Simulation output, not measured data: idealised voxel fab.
Presented below is a process module, voxel capacitor over wiring.
Cross-section cut spans 195 nm and uses square cells 5 nm in size.
In what follows, cross-sections appear as grids of square cells, described through bands that run from the top down, where every band is one or more rows of cells. First you get the band's top height and its bottom height, in nm, and then the materials it's made of, left to right, with each width in nm. If you see a single material with "all across", that one covers the band edge to edge. "air" is empty space. Height datum 0, below which the as-received substrate wafer is one material. Lowest band open at the bottom, running downward: "top 0, no bottom". You'd read "30->40" like this: the band's top row of cells is as wide as the first number, its bottom row is as wide as the second, and going down, every row changes width by the same amount as the row before did. You'll sometimes find "nothing got changed" written for a step, and that's the way of saying that nowhere in the cross-section did a cell change during that step. "Closed void entries" enumerates empty spaces isolated from the top, with no open way to it, that contain at least 8 cells, giving each as width x height at distance from the left edge, all three in nm. What comes after the settings on a step's line is commentary from the simulator itself on that step. "overlay nm" answers the question of how far to the right of plan the mask lay on a step that has a mask, and when it is negative the answer is to the left.

Listed below are the process steps as planned:
- 1: op RECEIVE | material Si
- 2: op CONFORMAL_DEP | material SiO2 | thk nm 15
- 3: op DIRECTIONAL_DEP | material TiN | thk nm 5
- 4: op DIRECTIONAL_DEP | material W | thk nm 15
- 5: op DIRECTIONAL_DEP | material aC | thk nm 15
- 6: op PATTERN | tone cover | mask id METAL_1 | material resist | width nm 20 | pitch nm 75 | thk nm 35 | overlay nm 0
- 7: op DIRECTIONAL_ETCH | etch materials aC | depth nm 15
- 8: op STRIP | etch materials resist
- 9: op DIRECTIONAL_ETCH | etch materials W | depth nm 15
- 10: op DIRECTIONAL_ETCH | etch materials TiN | depth nm 5
- 11: op STRIP | etch materials aC
- 12: op CONFORMAL_DEP | material SiCN | thk nm 5
- 13: op FILL_DEP | material lowk | thk nm 5
- 14: op CMP | height nm 35
- 15: op CONFORMAL_DEP | material SiCN | thk nm 5
- 16: op DIRECTIONAL_DEP | material lowk | thk nm 10
- 17: op DIRECTIONAL_DEP | material aC | thk nm 15
- 18: op PATTERN | tone open | mask id PLUG_1 | material resist | width nm 15 | thk nm 35 | overlay nm 0
- 19: op DIRECTIONAL_ETCH | etch materials aC | depth nm 15
- 20: op STRIP | etch materials resist
- 21: op DIRECTIONAL_ETCH | etch materials lowk | depth nm 10
- 22: op DIRECTIONAL_ETCH | etch materials SiCN | depth nm 5
- 23: op STRIP | etch materials aC
- 24: op EPI | material Ru | thk nm 10
- 25: op EPI | material Ru | thk nm 5
- 26: op DIRECTIONAL_DEP | material TiN | thk nm 5
- 27: op DIRECTIONAL_DEP | material Al2O3 | thk nm 5
- 28: op DIRECTIONAL_DEP | material TiN | thk nm 10
- 29: op MASKED_ETCH | tone cover | mask id UPPER_PLATE | width nm 60 | etch materials TiN | depth nm 10 | overlay nm 0
- 30: op MASKED_ETCH | tone cover | mask id UPPER_PLATE | width nm 60 | etch materials Al2O3 | depth nm 5 | overlay nm 0
- 31: op DIRECTIONAL_DEP | material aC | thk nm 15
- 32: op PATTERN | tone cover | mask id LOWER_PLATE | material resist | width nm 70 | thk nm 30 | overlay nm 0
- 33: op DIRECTIONAL_ETCH | etch materials aC | depth nm 15
- 34: op STRIP | etch materials resist
- 35: op DIRECTIONAL_ETCH | etch materials TiN | depth nm 5
- 36: op STRIP | etch materials aC
- 37: op FILL_DEP | material SiO2 | thk nm 20
- 38: op CMP | height nm 85
- 39: op MASKED_ETCH | tone open | mask id PLUG_2 | width nm 15 | etch materials SiO2 | depth nm 15 | overlay nm 0
- 40: op CONFORMAL_DEP | material TiN | thk nm 5
- 41: op FILL_DEP | material Cu | thk nm 5
- 42: op CMP | height nm 85
- 43: op CONFORMAL_DEP | material SiCN | thk nm 5

The first wafer of two, processed as planned:

As-received state of the wafer in cross-section, equivalent to post-step 1:
    top 0, no bottom  Si all across
    Closed void entries: none

After step 2: wafer cross-section:
    top 15, bottom 0  SiO2 all across
    Unchanged below 0.

After step 3: wafer cross-section:
    top 20, bottom 15  TiN all across
    Unchanged below 15.

After step 4: wafer cross-section:
    top 35, bottom 20  W all across
    Unchanged below 20.

After step 5: wafer cross-section:
    top 50, bottom 35  aC all across
    Unchanged below 35.

After step 6: wafer cross-section:
    top 85, bottom 50  50 air, 20 resist, 55 air, 20 resist, 50 air
    Unchanged below 50.

After step 7: wafer cross-section:
    top 70, bottom 50  50 air, 20 resist, 55 air, 20 resist, 50 air
    top 50, bottom 35  50 air, 20 aC, 55 air, 20 aC, 50 air
    Unchanged below 35.

After step 8: wafer cross-section:
    top 50, bottom 35  50 air, 20 aC, 55 air, 20 aC, 50 air
    Unchanged below 35.

After step 9: wafer cross-section:
    top 50, bottom 35  50 air, 20 aC, 55 air, 20 aC, 50 air
    top 35, bottom 20  50 air, 20 W, 55 air, 20 W, 50 air
    Unchanged below 20.

After step 10: wafer cross-section:
    top 50, bottom 35  50 air, 20 aC, 55 air, 20 aC, 50 air
    top 35, bottom 20  50 air, 20 W, 55 air, 20 W, 50 air
    top 20, bottom 15  50 air, 20 TiN, 55 air, 20 TiN, 50 air
    Unchanged below 15.

After step 11: wafer cross-section:
    top 35, bottom 20  50 air, 20 W, 55 air, 20 W, 50 air
    Unchanged below 20.

After step 12: wafer cross-section:
    top 40, bottom 35  45 air, 30 SiCN, 45 air, 30 SiCN, 45 air
    top 35, bottom 20  45 air, 5 SiCN, 20 W, 5 SiCN, 45 air, 5 SiCN, 20 W, 5 SiCN, 45 air
    top 20, bottom 15  50 SiCN, 20 TiN, 55 SiCN, 20 TiN, 50 SiCN
    Unchanged below 15.

After step 13: wafer cross-section:
    top 45, bottom 40  lowk all across
    top 40, bottom 35  45 lowk, 30 SiCN, 45 lowk, 30 SiCN, 45 lowk
    top 35, bottom 20  45 lowk, 5 SiCN, 20 W, 5 SiCN, 45 lowk, 5 SiCN, 20 W, 5 SiCN, 45 lowk
    Unchanged below 20.

After step 14: wafer cross-section:
    top 35, bottom 20  45 lowk, 5 SiCN, 20 W, 5 SiCN, 45 lowk, 5 SiCN, 20 W, 5 SiCN, 45 lowk
    Unchanged below 20.

After step 15: wafer cross-section:
    top 40, bottom 35  SiCN all across
    Unchanged below 35.

After step 16: wafer cross-section:
    top 50, bottom 40  lowk all across
    Unchanged below 40.

After step 17: wafer cross-section:
    top 65, bottom 50  aC all across
    Unchanged below 50.

After step 18: wafer cross-section:
    top 100, bottom 65  55 resist, 15 air, 125 resist
    Unchanged below 65.

After step 19: wafer cross-section:
    top 85, bottom 65  55 resist, 15 air, 125 resist
    top 65, bottom 50  55 aC, 15 air, 125 aC
    Unchanged below 50.

After step 20: wafer cross-section:
    top 65, bottom 50  55 aC, 15 air, 125 aC
    Unchanged below 50.

After step 21: wafer cross-section:
    top 65, bottom 50  55 aC, 15 air, 125 aC
    top 50, bottom 40  55 lowk, 15 air, 125 lowk
    Unchanged below 40.

After step 22: wafer cross-section:
    top 65, bottom 50  55 aC, 15 air, 125 aC
    top 50, bottom 40  55 lowk, 15 air, 125 lowk
    top 40, bottom 35  55 SiCN, 15 air, 125 SiCN
    Unchanged below 35.

After step 23: wafer cross-section:
    top 50, bottom 40  55 lowk, 15 air, 125 lowk
    Unchanged below 40.

After step 24: wafer cross-section:
    top 50, bottom 45  55 lowk, 15 air, 125 lowk
    top 45, bottom 40  55 lowk, 15 Ru, 125 lowk
    top 40, bottom 35  55 SiCN, 15 Ru, 125 SiCN
    Unchanged below 35.

After step 25: wafer cross-section:
    top 50, bottom 40  55 lowk, 15 Ru, 125 lowk
    Unchanged below 40.

After step 26: wafer cross-section:
    top 55, bottom 50  TiN all across
    Unchanged below 50.

After step 27: wafer cross-section:
    top 60, bottom 55  Al2O3 all across
    Unchanged below 55.

After step 28: wafer cross-section:
    top 70, bottom 60  TiN all across
    Unchanged below 60.

After step 29: wafer cross-section:
    top 70, bottom 60  55 air, 60 TiN, 80 air
    Unchanged below 60.

After step 30: wafer cross-section:
    top 70, bottom 60  55 air, 60 TiN, 80 air
    top 60, bottom 55  55 air, 60 Al2O3, 80 air
    Unchanged below 55.

After step 31: wafer cross-section:
    top 85, bottom 70  55 air, 60 aC, 80 air
    top 70, bottom 60  55 aC, 60 TiN, 80 aC
    top 60, bottom 55  55 aC, 60 Al2O3, 80 aC
    Unchanged below 55.

After step 32: wafer cross-section:
    top 115, bottom 85  50 air, 70 resist, 75 air
    top 85, bottom 70  50 air, 5 resist, 60 aC, 5 resist, 75 air
    Unchanged below 70.

After step 33: wafer cross-section:
    top 100, bottom 85  50 air, 70 resist, 75 air
    top 85, bottom 70  50 air, 5 resist, 60 aC, 5 resist, 75 air
    top 70, bottom 60  50 air, 5 aC, 60 TiN, 5 aC, 75 air
    top 60, bottom 55  50 air, 5 aC, 60 Al2O3, 5 aC, 75 air
    Unchanged below 55.

After step 34: wafer cross-section:
    top 85, bottom 70  55 air, 60 aC, 80 air
    Unchanged below 70.

After step 35: wafer cross-section:
    top 85, bottom 70  55 air, 60 aC, 80 air
    top 70, bottom 60  50 air, 5 aC, 60 TiN, 5 aC, 75 air
    top 60, bottom 55  50 air, 5 aC, 60 Al2O3, 5 aC, 75 air
    top 55, bottom 50  50 air, 70 TiN, 75 air
    Unchanged below 50.

After step 36: wafer cross-section:
    top 70, bottom 60  55 air, 60 TiN, 80 air
    top 60, bottom 55  55 air, 60 Al2O3, 80 air
    Unchanged below 55.

After step 37: wafer cross-section:
    top 90, bottom 70  SiO2 all across
    top 70, bottom 60  55 SiO2, 60 TiN, 80 SiO2
    top 60, bottom 55  55 SiO2, 60 Al2O3, 80 SiO2
    top 55, bottom 50  50 SiO2, 70 TiN, 75 SiO2
    Unchanged below 50.

After step 38: wafer cross-section:
    top 85, bottom 70  SiO2 all across
    Unchanged below 70.

After step 39: wafer cross-section:
    top 85, bottom 70  65 SiO2, 15 air, 115 SiO2
    Unchanged below 70.

After step 40: wafer cross-section:
    top 90, bottom 85  70 TiN, 5 air, 120 TiN
    top 85, bottom 75  65 SiO2, 5 TiN, 5 air, 5 TiN, 115 SiO2
    top 75, bottom 70  65 SiO2, 15 TiN, 115 SiO2
    Unchanged below 70.

After step 41: wafer cross-section:
    top 95, bottom 90  Cu all across
    top 90, bottom 85  70 TiN, 5 Cu, 120 TiN
    top 85, bottom 75  65 SiO2, 5 TiN, 5 Cu, 5 TiN, 115 SiO2
    Unchanged below 75.

After step 42: wafer cross-section:
    top 85, bottom 75  65 SiO2, 5 TiN, 5 Cu, 5 TiN, 115 SiO2
    Unchanged below 75.

After step 43: wafer cross-section:
    top 90, bottom 85  SiCN all across
    Unchanged below 85.

Wafer two of the pair: same origin, same plan, one error during the run; identical to wafer one up to and including step 38:

Cross-section of the second wafer at the time step 39 of the plan should have ended:
    top 85, bottom 80  65 SiO2, 15 air, 115 SiO2
    Unchanged below 80.

Cross-section of the second wafer at the time step 40 of the plan should have ended:
    top 90, bottom 85  70 TiN, 5 air, 120 TiN
    top 85, bottom 80  65 SiO2, 15 TiN, 115 SiO2
    Unchanged below 80.

Cross-section of the second wafer at the time step 41 of the plan should have ended:
    top 95, bottom 90  Cu all across
    top 90, bottom 85  70 TiN, 5 Cu, 120 TiN
    Unchanged below 85.

Cross-section of the second wafer at the time step 42 of the plan should have ended:
    top 85, bottom 80  65 SiO2, 15 TiN, 115 SiO2
    Unchanged below 80.

Cross-section of the second wafer at the time step 43 of the plan should have ended:
    top 90, bottom 85  SiCN all across
    Unchanged below 85.
What was the processing mistake? for step 39, the planned setting was not used; the step was instead run as op MASKED_ETCH | tone open | mask id PLUG_2 | width nm 15 | etch materials SiO2 | depth nm 5 | overlay nm 0
At the finish, the second wafer shows more or fewer cells for some materials than the first does: Cu -2, SiO2 +6, TiN -4
